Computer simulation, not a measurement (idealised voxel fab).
process module | voxel tone inversion
cross-section cut | 300 nm wide | cells 5 nm
A cross-section is a grid of square cells, given in bands from the top down. A band is one or more rows of cells.
Each band's line starts with the height of the band's top and of its bottom, in nm. Then come its materials from left to right, each with its width in nm. One material with "throughout" fills the band from edge to edge. "air" is empty space.
Height 0 is the level under which the wafer as received is all one material. The lowest band goes on downwards, as in "0 down".
A width such as "30 to 40" changes by the same amount from each row of cells to the next, from the band's top row to its bottom row.
"no change" after a step means that no cell of the cross-section changed.
closed voids: empty space of 8 cells or more with no open way to the top, each as width x height at its distance from the left edge, in nm
after a step's settings: what the simulator itself notes on the step
overlay nm, on a step with a mask: how far to the right of its planned place the mask lay; to the left if negative
plan
1 op RECEIVE | material Si
2 op CONFORMAL_DEP | material SiCN | thk nm 5
3 op DIRECTIONAL_DEP | material polySi | thk nm 15
4 op PATTERN | tone cover | mask id POSTS | material resist | width nm 20 | pitch nm 40 | thk nm 25 | overlay nm 0
5 op DIRECTIONAL_ETCH | etch materials polySi | depth nm 15
6 op STRIP | etch materials resist
7 op FILL_DEP | material SiO2 | thk nm 5
8 op CMP | height nm 20
9 op STRIP | etch materials polySi
first wafer, as planned
as received, after step 1
  0 down: Si throughout
  closed voids: none
after step 2
  5 to 0: SiCN throughout
  below 0: unchanged
after step 3
  20 to 5: polySi throughout
  below 5: unchanged
after step 4
  45 to 20: air 120 | resist 20 | air 20 | resist 20 | air 120
  below 20: unchanged
after step 5
  45 to 20: air 120 | resist 20 | air 20 | resist 20 | air 120
  20 to 5: air 120 | polySi 20 | air 20 | polySi 20 | air 120
  below 5: unchanged
after step 6
  20 to 5: air 120 | polySi 20 | air 20 | polySi 20 | air 120
  below 5: unchanged
after step 7
  25 to 20: SiO2 throughout
  20 to 5: SiO2 120 | polySi 20 | SiO2 20 | polySi 20 | SiO2 120
  below 5: unchanged
after step 8
  20 to 5: SiO2 120 | polySi 20 | SiO2 20 | polySi 20 | SiO2 120
  below 5: unchanged
after step 9
  20 to 5: SiO2 120 | air 20 | SiO2 20 | air 20 | SiO2 120
  below 5: unchanged
second wafer: like start, like plan, one mistake. Through step 6 it matches the first wafer
when step 7 should have ended
  30 to 20: SiO2 throughout
  20 to 5: SiO2 120 | polySi 20 | SiO2 20 | polySi 20 | SiO2 120
  below 5: unchanged
when step 8 should have ended
  20 to 5: SiO2 120 | polySi 20 | SiO2 20 | polySi 20 | SiO2 120
  below 5: unchanged
when step 9 should have ended
  20 to 5: SiO2 120 | air 20 | SiO2 20 | air 20 | SiO2 120
  below 5: unchanged
what went wrong: step 7 was run twice
at the end the two cross-sections are the same: no effect in what this model computes
